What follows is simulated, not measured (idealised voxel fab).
Herein follows the process module entitled voxel self aligned vias.
The width of the displayed cross-section, cut, is 245 nm; its cells are square, with a size of 5 nm.
Reading order for cross-sections: top band down to bottom band. Underlying form: a grid of square cells. Band size: one or more rows of cells. Top, bottom (nm), then materials left to right with widths (nm); lone material tagged "full width" fills the whole band edge to edge; "blank" = empty space. Heads up on the height convention: 0 is the point under which the incoming wafer is all one material, and the lowest band has no bottom, it just keeps going down, like "z 0 and below". A width such as "30 to 40" changes by the same amount from each row of cells to the next, from the band's top row to its bottom row. Reading "nothing altered" for a step: not a cell of the cross-section changed in it. "Enclosed voids": empty spaces of 8 cells or more with no open way to the top, each given as width x height at distance, distance from the left edge, all in nm. If you see something after the settings on a step's line, that's the simulator's own remark about that step. The "overlay nm" setting may appear on a step's line; for a step that uses a mask, it gives how far to the right of its planned position the mask lay, and a negative value indicates the left.
THESE ARE THE STEPS WE PLANNED FOR THE PROCESS
1: RECEIVE with material Si
2: CONFORMAL_DEP with material SiO2, thk nm 15
3: CONFORMAL_DEP with material SiCN, thk nm 5
4: DIRECTIONAL_DEP with material SiO2, thk nm 25
5: MASKED_ETCH with tone open, mask id LINES, width nm 30, pitch nm 65, etch materials SiO2, depth nm 25, overlay nm 0
6: CONFORMAL_DEP with material TiN, thk nm 5
7: FILL_DEP with material W, thk nm 10
8: CMP with height nm 45
9: SELECTIVE_ETCH with etch materials W Ru TiN, depth nm 5
10: FILL_DEP with material SiN, thk nm 5
11: CMP with height nm 35
12: DIRECTIONAL_DEP with material SiO2, thk nm 15
13: MASKED_ETCH with tone open, mask id VIAS, width nm 50, pitch nm 65, etch materials SiO2, depth nm 15, overlay nm 0
14: MASKED_ETCH with tone open, mask id VIAS, width nm 50, pitch nm 65, etch materials SiN, depth nm 5, overlay nm 0
15: CONFORMAL_DEP with material TiN, thk nm 5
16: FILL_DEP with material W, thk nm 5
17: CMP with height nm 60
18: CONFORMAL_DEP with material SiCN, thk nm 5
Variable across wafers: step 11 height nm (plan value is that of the first wafer; starting state common to all).
CUT THROUGH THE FIRST OF SEVERAL WAFERS AS RECEIVED, POST STEP 1
> z 0 and below  Si full width
> Enclosed voids: none
BELOW: A ROW PER WAFER. CONTENTS AT END OF MODULE: FOR EVERY MATERIAL, CELLS GAINED SINCE RECEIPT (+) OR LOST SINCE RECEIPT (-); THEN CLOSED VOIDS
height nm 35; +98 SiCN; +297 SiO2; +97 TiN; +145 W; Enclosed voids: none
height nm 40; +98 SiCN; +328 SiO2; +103 TiN; +108 W; Enclosed voids: none
height nm 45; +98 SiCN; +359 SiO2; +84 TiN; +96 W; Enclosed voids: none
height nm 50; +98 SiCN; +37 SiN; +340 SiO2; +78 TiN; +84 W; Enclosed voids: none
